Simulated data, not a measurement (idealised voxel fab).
process module | voxel capacitor over wiring
cross-section cut | 180 nm wide | cells 5 nm
A cross-section is a grid of square cells, given in bands from the top down. A band is one or more rows of cells.
Each band's line starts with the height of the band's top and of its bottom, in nm. Then come its materials from left to right, each with its width in nm. One material with "throughout" fills the band from edge to edge. "air" is empty space.
Height 0 is the level under which the wafer as received is all one material. The lowest band goes on downwards, as in "0 down".
A width such as "30 to 40" changes by the same amount from each row of cells to the next, from the band's top row to its bottom row.
"no change" after a step means that no cell of the cross-section changed.
closed voids: empty space of 8 cells or more with no open way to the top, each as width x height at its distance from the left edge, in nm
after a step's settings: what the simulator itself notes on the step
overlay nm, on a step with a mask: how far to the right of its planned place the mask lay; to the left if negative
plan
1 op RECEIVE | material Si
2 op CONFORMAL_DEP | material SiO2 | thk nm 10
3 op CONFORMAL_DEP | material SiN | thk nm 5
4 op DIRECTIONAL_DEP | material lowk | thk nm 15
5 op DIRECTIONAL_DEP | material aC | thk nm 10
6 op PATTERN | tone open | mask id METAL_1 | material resist | width nm 20 | pitch nm 80 | thk nm 30 | overlay nm 0
7 op DIRECTIONAL_ETCH | etch materials aC | depth nm 10
8 op STRIP | etch materials resist
9 op DIRECTIONAL_ETCH | etch materials lowk | depth nm 15
10 op DIRECTIONAL_ETCH | etch materials SiN | depth nm 5
11 op STRIP | etch materials aC
12 op CONFORMAL_DEP | material TiN | thk nm 5
13 op FILL_DEP | material W | thk nm 10
14 op CMP | height nm 30
15 op EPI | material Ru | thk nm 5
16 op FILL_DEP | material SiCN | thk nm 5
17 op DIRECTIONAL_DEP | material lowk | thk nm 20
18 op MASKED_ETCH | tone open | mask id PLUG_1 | width nm 15 | etch materials lowk | depth nm 20 | overlay nm 0
19 op MASKED_ETCH | tone open | mask id PLUG_1 | width nm 15 | etch materials SiCN | depth nm 5 | overlay nm 0
20 op CONFORMAL_DEP | material TiN | thk nm 5
21 op FILL_DEP | material Cu | thk nm 10
22 op CMP | height nm 60
23 op DIRECTIONAL_DEP | material TiN | thk nm 10
24 op DIRECTIONAL_DEP | material Al2O3 | thk nm 5
25 op DIRECTIONAL_DEP | material TiN | thk nm 10
26 op DIRECTIONAL_DEP | material aC | thk nm 10
27 op PATTERN | tone cover | mask id UPPER_PLATE | material resist | width nm 65 | thk nm 30 | overlay nm 0
28 op DIRECTIONAL_ETCH | etch materials aC | depth nm 10
29 op STRIP | etch materials resist
30 op DIRECTIONAL_ETCH | etch materials TiN | depth nm 10
31 op DIRECTIONAL_ETCH | etch materials Al2O3 | depth nm 5
32 op STRIP | etch materials aC
33 op DIRECTIONAL_DEP | material aC | thk nm 15
34 op PATTERN | tone cover | mask id LOWER_PLATE | material resist | width nm 75 | thk nm 30 | overlay nm 0
35 op DIRECTIONAL_ETCH | etch materials aC | depth nm 15
36 op STRIP | etch materials resist
37 op DIRECTIONAL_ETCH | etch materials TiN | depth nm 10
38 op STRIP | etch materials aC
39 op FILL_DEP | material SiO2 | thk nm 15
40 op CMP | height nm 95
41 op MASKED_ETCH | tone open | mask id PLUG_2 | width nm 15 | etch materials SiO2 | depth nm 10 | overlay nm 0
42 op CONFORMAL_DEP | material TiN | thk nm 5
43 op FILL_DEP | material W | thk nm 10
44 op CMP | height nm 95
45 op CONFORMAL_DEP | material SiCN | thk nm 5
as received, after step 1
  0 down: Si throughout
  closed voids: none
a wafer at the end: this start, this plan, one mistake
  100 to 95: SiCN throughout
  95 to 90: SiO2 55 | TiN 5 | W 5 | TiN 5 | SiO2 110
  90 to 85: SiO2 55 | TiN 15 | SiO2 110
  85 to 80: SiO2 45 | Al2O3 65 | SiO2 70
  80 to 70: SiO2 40 | TiN 75 | SiO2 65
  70 to 60: TiN throughout
  60 to 40: lowk 45 | TiN 5 | Cu 5 | TiN 5 | lowk 120
  40 to 35: SiCN 45 | TiN 15 | SiCN 120
  35 to 30: SiCN 35 | Ru 30 | SiCN 50 | Ru 30 | SiCN 35
  30 to 15: lowk 40 | TiN 5 | W 10 | TiN 5 | lowk 60 | TiN 5 | W 10 | TiN 5 | lowk 40
  15 to 10: SiN 40 | TiN 20 | SiN 60 | TiN 20 | SiN 40
  10 to 0: SiO2 throughout
  0 down: Si throughout
  closed voids: none
what went wrong: steps 24 and 25 were swapped
